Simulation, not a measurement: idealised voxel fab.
Process module, titled voxel air gaps
The cross-section shown here is cut; it is 290 nm wide and divided into square cells measuring 5 nm on a side.
Just so we're on the same page, the cross-sections are grids of square cells, and they're listed out in bands top to bottom, each band one or more rows deep.
For a band, the entry starts with two heights in nm, that of the top and then that of the bottom, and carries on with the band's materials in order from left to right, each alongside its width in nm; the word "everywhere" beside a single material means it fills the band edge to edge, and "blank" means empty space.
Heights are measured from 0, the level below which the as-received wafer is all one material; the lowest band has no bottom and continues downward, written as in "0..down".
A two-number width, for instance "30..40", indicates that the width is equal to the first number in the top row of the band and to the second number in the bottom row, and that it changes by a constant amount per row of cells.
"no alterations made", as given for a step, is the statement that not any cell of the cross-section underwent a change during that step.
The entry titled "Closed voids list" provides the empty spaces that have no open way to the top, restricted to those of 8 cells or more. Each is presented as width x height at distance, the distance being measured from the left edge, with all three in nm.
What comes after the settings on a step's line is commentary from the simulator itself on that step.
overlay nm: where the mask lay relative to plan, measured to the right, on steps with a mask; negatives go left.

-- Here's what the planned process steps look like
1. RECEIVE: material Si
2. CONFORMAL_DEP: material SiO2, thk nm 15
3. CONFORMAL_DEP: material SiN, thk nm 5
4. DIRECTIONAL_DEP: material SiO2, thk nm 40
5. PATTERN: tone open, mask id LINES, material resist, width nm 25, pitch nm 50, thk nm 15, overlay nm 0
6. DIRECTIONAL_ETCH: etch materials SiO2, depth nm 40
7. STRIP: etch materials resist
8. CONFORMAL_DEP: material TiN, thk nm 5
9. FILL_DEP: material Ru, thk nm 5
10. CMP: height nm 60
11. EPI: material Ru, thk nm 10
12. SELECTIVE_ETCH: etch materials SiO2, depth nm 50
13. CONFORMAL_DEP: material SiCN, thk nm 5

-- Incoming wafer in cross-section (state: after step 1)
  0..down = Si everywhere
  Closed voids list: none

-- The first of the two wafers as seen in cross-section once the module was finished; processing followed the plan
  75..70 = 65 of blank; 155 of SiCN; 70 of blank
  70..60 = 65 of blank; 5 of SiCN; 45 of Ru; 5 of SiCN; 45 of Ru; 5 of SiCN; 45 of Ru; 5 of SiCN; 70 of blank
  60..55 = 65 of blank; 15 of SiCN; 5 of TiN; 15 of Ru; 5 of TiN; 25 of SiCN; 5 of TiN; 15 of Ru; 5 of TiN; 25 of SiCN; 5 of TiN; 15 of Ru; 5 of TiN; 15 of SiCN; 70 of blank
  55..25 = 75 of blank; 5 of SiCN; 5 of TiN; 15 of Ru; 5 of TiN; 5 of SiCN; 15 of blank; 5 of SiCN; 5 of TiN; 15 of Ru; 5 of TiN; 5 of SiCN; 15 of blank; 5 of SiCN; 5 of TiN; 15 of Ru; 5 of TiN; 5 of SiCN; 80 of blank
  25..20 = 80 of SiCN; 25 of TiN; 25 of SiCN; 25 of TiN; 25 of SiCN; 25 of TiN; 85 of SiCN
  20..15 = SiN everywhere
  15..0 = SiO2 everywhere
  0..down = Si everywhere
  Closed voids list: 15 x 30 at 110; 15 x 30 at 160

-- This is the second of the two wafers, cross-sectioned at the end of the module; it started exactly like the first and was given the same plan, but it was run with one mistake
  75..70 = 65 of blank; 155 of SiCN; 70 of blank
  70..60 = 65 of blank; 5 of SiCN; 45 of Ru; 5 of SiCN; 45 of Ru; 5 of SiCN; 45 of Ru; 5 of SiCN; 70 of blank
  60..55 = 65 of blank; 15 of SiCN; 5 of TiN; 15 of SiO2; 5 of TiN; 25 of SiCN; 5 of TiN; 15 of SiO2; 5 of TiN; 25 of SiCN; 5 of TiN; 15 of SiO2; 5 of TiN; 15 of SiCN; 70 of blank
  55..25 = 75 of blank; 5 of SiCN; 5 of TiN; 15 of SiO2; 5 of TiN; 5 of SiCN; 15 of blank; 5 of SiCN; 5 of TiN; 15 of SiO2; 5 of TiN; 5 of SiCN; 15 of blank; 5 of SiCN; 5 of TiN; 15 of SiO2; 5 of TiN; 5 of SiCN; 80 of blank
  25..20 = 80 of SiCN; 25 of TiN; 25 of SiCN; 25 of TiN; 25 of SiCN; 25 of TiN; 85 of SiCN
  20..15 = SiN everywhere
  15..0 = SiO2 everywhere
  0..down = Si everywhere
  Closed voids list: 15 x 30 at 110; 15 x 30 at 160
It is concluded that the wafer was processed incorrectly with respect to the plan, in that step 9 ran as: FILL_DEP: material SiO2, thk nm 5
Count the cells at the end and the second wafer has more or fewer of some materials than the first: -63 Ru, +63 SiO2
